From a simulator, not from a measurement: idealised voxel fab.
This section sets out a process module, namely voxel plated lines.
Square cell edge 5 nm, section width 240 nm, ID cut.
Format of a cross-section: grid, square cells. Given as bands. Order: top down. Band: one or more rows of cells. Basically the band line says how high the top is and how high the bottom is, in nm, and then what's in it from left to right, every material with its width in nm. Empty space shows up as "empty", and if a single material carries "throughout" it runs the full band edge to edge. Ref level 0: as-received wafer is one material below here. Bottom band extends down with no lower bound ("0..down"). Note: "30..40" means the width goes from the first number (top row of the band) to the second number (bottom row) in equal steps per row of cells. You'll sometimes find "no change occurred" written for a step, and that's the way of saying that nowhere in the cross-section did a cell change during that step. You'll see "Voids, fully enclosed" listing empty spaces that have no way open to the top, as long as they're 8 cells or more; the notation is width x height at distance, where the distance is from the left edge, and all of it is in nm. That trailing text on a step's line, after the settings, is the simulator's own remark on the step. "overlay nm", when on a step's line for a step with a mask, measures how far to the right of its planned place the mask lay; a negative measure means to the left.
## Process steps - plan
1. RECEIVE, material Si
2. CONFORMAL_DEP, material SiO2, thk nm 5
3. DIRECTIONAL_DEP, material TiN, thk nm 5
4. PATTERN, tone open, mask id LINES, material resist, width nm 25, pitch nm 50, thk nm 25, overlay nm 0
5. EPI, material Ru, thk nm 5
6. EPI, material Ru, thk nm 10
7. STRIP, etch materials resist
8. DIRECTIONAL_ETCH, etch materials TiN, depth nm 5
9. CONFORMAL_DEP, material SiCN, thk nm 5
## Wafer cross-section on receipt, i.e. after step 1
> 0..down: Si throughout
> Voids, fully enclosed: none
## First of two wafers, end-of-module section, run followed plan
> 30..25: empty (50); SiCN (35); empty (15); SiCN (35); empty (15); SiCN (35); empty (55)
> 25..10: empty (50); SiCN (5); Ru (25); SiCN (5); empty (15); SiCN (5); Ru (25); SiCN (5); empty (15); SiCN (5); Ru (25); SiCN (5); empty (55)
> 10..5: SiCN (55); TiN (25); SiCN (25); TiN (25); SiCN (25); TiN (25); SiCN (60)
> 5..0: SiO2 throughout
> 0..down: Si throughout
> Voids, fully enclosed: none
## Cross-section, second wafer: same start as the first, same plan as the first, one mistake in running it; taken at the end of the module
> 30..25: empty (55); SiCN (30); empty (20); SiCN (30); empty (20); SiCN (30); empty (55)
> 25..10: empty (55); SiCN (5); Ru (20); SiCN (5); empty (20); SiCN (5); Ru (20); SiCN (5); empty (20); SiCN (5); Ru (20); SiCN (5); empty (55)
> 10..5: SiCN (60); TiN (20); SiCN (30); TiN (20); SiCN (30); TiN (20); SiCN (60)
> 5..0: SiO2 throughout
> 0..down: Si throughout
> Voids, fully enclosed: none
So what did we get wrong on this run? step 4 was not run as planned; what actually ran was PATTERN, tone open, mask id LINES, material resist, width nm 20, pitch nm 50, thk nm 25, overlay nm 0
Wrapping up, a cell-based count of both wafers puts the second over or under the first for these materials: -9 Ru | -3 TiN
